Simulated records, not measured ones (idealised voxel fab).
Module name: voxel self aligned vias (process module)
The cross-section on display is named cut; it measures 255 nm wide, and its cells are 5 nm squares.
Think of the cross-section as a grid of square cells. We describe it in bands, top to bottom, and each band covers one or more rows of those cells. Band: top height; bottom height; in nm. Then, left to right: material with width in nm, for each material. "full width": a single material spanning edge to edge. "blank": empty space. Counting heights begins at 0, where everything beneath is, in the wafer as received, one material. The lowest band has no bottom; it goes on downwards, as "0 -> down" shows. Think of "30..40" as a width that walks from the first number to the second as you go down the band, top row to bottom row, taking equal-sized steps from row to row. "nothing different" (step): cross-section cells unchanged, all of them. This entry, "Enclosed voids", enumerates those empty regions of no fewer than 8 cells that possess no open connection to the top. Each region is reported in the form width x height at distance, the distance being taken from the left edge, with all three quantities expressed in nm. Whatever follows a step's settings on its line is a remark the simulator itself makes about that step. Among the settings permitted on a step's line is "overlay nm"; applied to a step with a mask, it specifies the extent to which the mask lay to the right of its planned position, whereas a negative figure signifies a position to the left.
**Process steps (planned)**
| 1 | RECEIVE, material Si |
| 2 | CONFORMAL_DEP, material SiO2, thk nm 15 |
| 3 | CONFORMAL_DEP, material SiCN, thk nm 5 |
| 4 | DIRECTIONAL_DEP, material SiO2, thk nm 25 |
| 5 | PATTERN, tone open, mask id LINES, material resist, width nm 25, pitch nm 65, thk nm 20, overlay nm 0 |
| 6 | DIRECTIONAL_ETCH, etch materials SiO2, depth nm 25 |
| 7 | STRIP, etch materials resist |
| 8 | CONFORMAL_DEP, material TiN, thk nm 5 |
| 9 | FILL_DEP, material W, thk nm 10 |
| 10 | CMP, height nm 45 |
| 11 | SELECTIVE_ETCH, etch materials W Ru TiN, depth nm 5 |
| 12 | FILL_DEP, material SiN, thk nm 10 |
| 13 | CMP, height nm 45 |
| 14 | DIRECTIONAL_DEP, material SiO2, thk nm 20 |
| 15 | DIRECTIONAL_DEP, material aC, thk nm 15 |
| 16 | PATTERN, tone open, mask id VIAS, material resist, width nm 45, pitch nm 65, thk nm 30, overlay nm 0 |
| 17 | DIRECTIONAL_ETCH, etch materials aC, depth nm 15 |
| 18 | STRIP, etch materials resist |
| 19 | DIRECTIONAL_ETCH, etch materials SiO2, depth nm 20 |
| 20 | DIRECTIONAL_ETCH, etch materials SiN, depth nm 5 |
| 21 | STRIP, etch materials aC |
| 22 | CONFORMAL_DEP, material TiN, thk nm 5 |
| 23 | FILL_DEP, material W, thk nm 5 |
| 24 | CMP, height nm 65 |
| 25 | CONFORMAL_DEP, material SiN, thk nm 5 |
**The first of the two wafers, which ran as planned**
**Cross-section of the incoming wafer, state after step 1**
    0 -> down = Si full width
    Enclosed voids: none
**Sectional view: wafer, after step 2**
    15 -> 0 = SiO2 full width
    All layers under 0 are left as they were.
**Sectional view: wafer, after step 3**
    20 -> 15 = SiCN full width
    All layers under 15 are left as they were.
**Sectional view: wafer, after step 4**
    45 -> 20 = SiO2 full width
    All layers under 20 are left as they were.
**Sectional view: wafer, after step 5**
    65 -> 45 = resist 50 nm | blank 25 nm | resist 40 nm | blank 25 nm | resist 40 nm | blank 25 nm | resist 50 nm
    All layers under 45 are left as they were.
**Sectional view: wafer, after step 6**
    65 -> 45 = resist 50 nm | blank 25 nm | resist 40 nm | blank 25 nm | resist 40 nm | blank 25 nm | resist 50 nm
    45 -> 20 = SiO2 50 nm | blank 25 nm | SiO2 40 nm | blank 25 nm | SiO2 40 nm | blank 25 nm | SiO2 50 nm
    All layers under 20 are left as they were.
**Sectional view: wafer, after step 7**
    45 -> 20 = SiO2 50 nm | blank 25 nm | SiO2 40 nm | blank 25 nm | SiO2 40 nm | blank 25 nm | SiO2 50 nm
    All layers under 20 are left as they were.
**Sectional view: wafer, after step 8**
    50 -> 45 = TiN 55 nm | blank 15 nm | TiN 50 nm | blank 15 nm | TiN 50 nm | blank 15 nm | TiN 55 nm
    45 -> 25 = SiO2 50 nm | TiN 5 nm | blank 15 nm | TiN 5 nm | SiO2 40 nm | TiN 5 nm | blank 15 nm | TiN 5 nm | SiO2 40 nm | TiN 5 nm | blank 15 nm | TiN 5 nm | SiO2 50 nm
    25 -> 20 = SiO2 50 nm | TiN 25 nm | SiO2 40 nm | TiN 25 nm | SiO2 40 nm | TiN 25 nm | SiO2 50 nm
    All layers under 20 are left as they were.
**Sectional view: wafer, after step 9**
    60 -> 50 = W full width
    50 -> 45 = TiN 55 nm | W 15 nm | TiN 50 nm | W 15 nm | TiN 50 nm | W 15 nm | TiN 55 nm
    45 -> 25 = SiO2 50 nm | TiN 5 nm | W 15 nm | TiN 5 nm | SiO2 40 nm | TiN 5 nm | W 15 nm | TiN 5 nm | SiO2 40 nm | TiN 5 nm | W 15 nm | TiN 5 nm | SiO2 50 nm
    All layers under 25 are left as they were.
**Sectional view: wafer, after step 10**
    45 -> 25 = SiO2 50 nm | TiN 5 nm | W 15 nm | TiN 5 nm | SiO2 40 nm | TiN 5 nm | W 15 nm | TiN 5 nm | SiO2 40 nm | TiN 5 nm | W 15 nm | TiN 5 nm | SiO2 50 nm
    All layers under 25 are left as they were.
**Sectional view: wafer, after step 11**
    45 -> 40 = SiO2 50 nm | blank 25 nm | SiO2 40 nm | blank 25 nm | SiO2 40 nm | blank 25 nm | SiO2 50 nm
    All layers under 40 are left as they were.
**Sectional view: wafer, after step 12**
    55 -> 45 = SiN full width
    45 -> 40 = SiO2 50 nm | SiN 25 nm | SiO2 40 nm | SiN 25 nm | SiO2 40 nm | SiN 25 nm | SiO2 50 nm
    All layers under 40 are left as they were.
**Sectional view: wafer, after step 13**
    45 -> 40 = SiO2 50 nm | SiN 25 nm | SiO2 40 nm | SiN 25 nm | SiO2 40 nm | SiN 25 nm | SiO2 50 nm
    All layers under 40 are left as they were.
**Sectional view: wafer, after step 14**
    65 -> 45 = SiO2 full width
    All layers under 45 are left as they were.
**Sectional view: wafer, after step 15**
    80 -> 65 = aC full width
    All layers under 65 are left as they were.
**Sectional view: wafer, after step 16**
    110 -> 80 = resist 40 nm | blank 45 nm | resist 20 nm | blank 45 nm | resist 20 nm | blank 45 nm | resist 40 nm
    All layers under 80 are left as they were.
**Sectional view: wafer, after step 17**
    95 -> 80 = resist 40 nm | blank 45 nm | resist 20 nm | blank 45 nm | resist 20 nm | blank 45 nm | resist 40 nm
    80 -> 65 = aC 40 nm | blank 45 nm | aC 20 nm | blank 45 nm | aC 20 nm | blank 45 nm | aC 40 nm
    All layers under 65 are left as they were.
**Sectional view: wafer, after step 18**
    80 -> 65 = aC 40 nm | blank 45 nm | aC 20 nm | blank 45 nm | aC 20 nm | blank 45 nm | aC 40 nm
    All layers under 65 are left as they were.
**Sectional view: wafer, after step 19**
    80 -> 65 = aC 40 nm | blank 45 nm | aC 20 nm | blank 45 nm | aC 20 nm | blank 45 nm | aC 40 nm
    65 -> 45 = SiO2 40 nm | blank 45 nm | SiO2 20 nm | blank 45 nm | SiO2 20 nm | blank 45 nm | SiO2 40 nm
    All layers under 45 are left as they were.
**Sectional view: wafer, after step 20**
    80 -> 65 = aC 40 nm | blank 45 nm | aC 20 nm | blank 45 nm | aC 20 nm | blank 45 nm | aC 40 nm
    65 -> 45 = SiO2 40 nm | blank 45 nm | SiO2 20 nm | blank 45 nm | SiO2 20 nm | blank 45 nm | SiO2 40 nm
    45 -> 40 = SiO2 50 nm | blank 25 nm | SiO2 40 nm | blank 25 nm | SiO2 40 nm | blank 25 nm | SiO2 50 nm
    All layers under 40 are left as they were.
**Sectional view: wafer, after step 21**
    65 -> 45 = SiO2 40 nm | blank 45 nm | SiO2 20 nm | blank 45 nm | SiO2 20 nm | blank 45 nm | SiO2 40 nm
    All layers under 45 are left as they were.
**Sectional view: wafer, after step 22**
    70 -> 65 = TiN 45 nm | blank 35 nm | TiN 30 nm | blank 35 nm | TiN 30 nm | blank 35 nm | TiN 45 nm
    65 -> 50 = SiO2 40 nm | TiN 5 nm | blank 35 nm | TiN 5 nm | SiO2 20 nm | TiN 5 nm | blank 35 nm | TiN 5 nm | SiO2 20 nm | TiN 5 nm | blank 35 nm | TiN 5 nm | SiO2 40 nm
    50 -> 45 = SiO2 40 nm | TiN 15 nm | blank 15 nm | TiN 15 nm | SiO2 20 nm | TiN 15 nm | blank 15 nm | TiN 15 nm | SiO2 20 nm | TiN 15 nm | blank 15 nm | TiN 15 nm | SiO2 40 nm
    45 -> 40 = SiO2 50 nm | TiN 25 nm | SiO2 40 nm | TiN 25 nm | SiO2 40 nm | TiN 25 nm | SiO2 50 nm
    All layers under 40 are left as they were.
**Sectional view: wafer, after step 23**
    75 -> 70 = W full width
    70 -> 65 = TiN 45 nm | W 35 nm | TiN 30 nm | W 35 nm | TiN 30 nm | W 35 nm | TiN 45 nm
    65 -> 50 = SiO2 40 nm | TiN 5 nm | W 35 nm | TiN 5 nm | SiO2 20 nm | TiN 5 nm | W 35 nm | TiN 5 nm | SiO2 20 nm | TiN 5 nm | W 35 nm | TiN 5 nm | SiO2 40 nm
    50 -> 45 = SiO2 40 nm | TiN 15 nm | W 15 nm | TiN 15 nm | SiO2 20 nm | TiN 15 nm | W 15 nm | TiN 15 nm | SiO2 20 nm | TiN 15 nm | W 15 nm | TiN 15 nm | SiO2 40 nm
    All layers under 45 are left as they were.
**Sectional view: wafer, after step 24**
    65 -> 50 = SiO2 40 nm | TiN 5 nm | W 35 nm | TiN 5 nm | SiO2 20 nm | TiN 5 nm | W 35 nm | TiN 5 nm | SiO2 20 nm | TiN 5 nm | W 35 nm | TiN 5 nm | SiO2 40 nm
    All layers under 50 are left as they were.
**Sectional view: wafer, after step 25**
    70 -> 65 = SiN full width
    All layers under 65 are left as they were.
**Second wafer, same starting conditions and recipe as the first, one mistake in executing it, nothing differs from the first up to and including step 15**
**Cross-sectional view of the second wafer at the intended end time of process step 16**
    110 -> 80 = resist 50 nm | blank 45 nm | resist 20 nm | blank 45 nm | resist 20 nm | blank 45 nm | resist 30 nm
    All layers under 80 are left as they were.
**Cross-sectional view of the second wafer at the intended end time of process step 17**
    95 -> 80 = resist 50 nm | blank 45 nm | resist 20 nm | blank 45 nm | resist 20 nm | blank 45 nm | resist 30 nm
    80 -> 65 = aC 50 nm | blank 45 nm | aC 20 nm | blank 45 nm | aC 20 nm | blank 45 nm | aC 30 nm
    All layers under 65 are left as they were.
**Cross-sectional view of the second wafer at the intended end time of process step 18**
    80 -> 65 = aC 50 nm | blank 45 nm | aC 20 nm | blank 45 nm | aC 20 nm | blank 45 nm | aC 30 nm
    All layers under 65 are left as they were.
**Cross-sectional view of the second wafer at the intended end time of process step 19**
    80 -> 65 = aC 50 nm | blank 45 nm | aC 20 nm | blank 45 nm | aC 20 nm | blank 45 nm | aC 30 nm
    65 -> 45 = SiO2 50 nm | blank 45 nm | SiO2 20 nm | blank 45 nm | SiO2 20 nm | blank 45 nm | SiO2 30 nm
    All layers under 45 are left as they were.
**Cross-sectional view of the second wafer at the intended end time of process step 20**
    80 -> 65 = aC 50 nm | blank 45 nm | aC 20 nm | blank 45 nm | aC 20 nm | blank 45 nm | aC 30 nm
    65 -> 45 = SiO2 50 nm | blank 45 nm | SiO2 20 nm | blank 45 nm | SiO2 20 nm | blank 45 nm | SiO2 30 nm
    45 -> 40 = SiO2 50 nm | blank 25 nm | SiO2 40 nm | blank 25 nm | SiO2 40 nm | blank 25 nm | SiO2 50 nm
    All layers under 40 are left as they were.
**Cross-sectional view of the second wafer at the intended end time of process step 21**
    65 -> 45 = SiO2 50 nm | blank 45 nm | SiO2 20 nm | blank 45 nm | SiO2 20 nm | blank 45 nm | SiO2 30 nm
    All layers under 45 are left as they were.
**Cross-sectional view of the second wafer at the intended end time of process step 22**
    70 -> 65 = TiN 55 nm | blank 35 nm | TiN 30 nm | blank 35 nm | TiN 30 nm | blank 35 nm | TiN 35 nm
    65 -> 50 = SiO2 50 nm | TiN 5 nm | blank 35 nm | TiN 5 nm | SiO2 20 nm | TiN 5 nm | blank 35 nm | TiN 5 nm | SiO2 20 nm | TiN 5 nm | blank 35 nm | TiN 5 nm | SiO2 30 nm
    50 -> 45 = SiO2 50 nm | TiN 5 nm | blank 15 nm | TiN 25 nm | SiO2 20 nm | TiN 5 nm | blank 15 nm | TiN 25 nm | SiO2 20 nm | TiN 5 nm | blank 15 nm | TiN 25 nm | SiO2 30 nm
    45 -> 40 = SiO2 50 nm | TiN 25 nm | SiO2 40 nm | TiN 25 nm | SiO2 40 nm | TiN 25 nm | SiO2 50 nm
    All layers under 40 are left as they were.
**Cross-sectional view of the second wafer at the intended end time of process step 23**
    75 -> 70 = W full width
    70 -> 65 = TiN 55 nm | W 35 nm | TiN 30 nm | W 35 nm | TiN 30 nm | W 35 nm | TiN 35 nm
    65 -> 50 = SiO2 50 nm | TiN 5 nm | W 35 nm | TiN 5 nm | SiO2 20 nm | TiN 5 nm | W 35 nm | TiN 5 nm | SiO2 20 nm | TiN 5 nm | W 35 nm | TiN 5 nm | SiO2 30 nm
    50 -> 45 = SiO2 50 nm | TiN 5 nm | W 15 nm | TiN 25 nm | SiO2 20 nm | TiN 5 nm | W 15 nm | TiN 25 nm | SiO2 20 nm | TiN 5 nm | W 15 nm | TiN 25 nm | SiO2 30 nm
    All layers under 45 are left as they were.
**Cross-sectional view of the second wafer at the intended end time of process step 24**
    65 -> 50 = SiO2 50 nm | TiN 5 nm | W 35 nm | TiN 5 nm | SiO2 20 nm | TiN 5 nm | W 35 nm | TiN 5 nm | SiO2 20 nm | TiN 5 nm | W 35 nm | TiN 5 nm | SiO2 30 nm
    All layers under 50 are left as they were.
**Cross-sectional view of the second wafer at the intended end time of process step 25**
    70 -> 65 = SiN full width
    All layers under 65 are left as they were.
What broke from the plan during processing? the process deviated at step 16: the operation and settings actually run there were PATTERN, tone open, mask id VIAS, material resist, width nm 45, pitch nm 65, thk nm 30, overlay nm 10
In the final comparison it is observed that the number of cells assigned to each material is identical for the two wafers, whereas their placement is not.
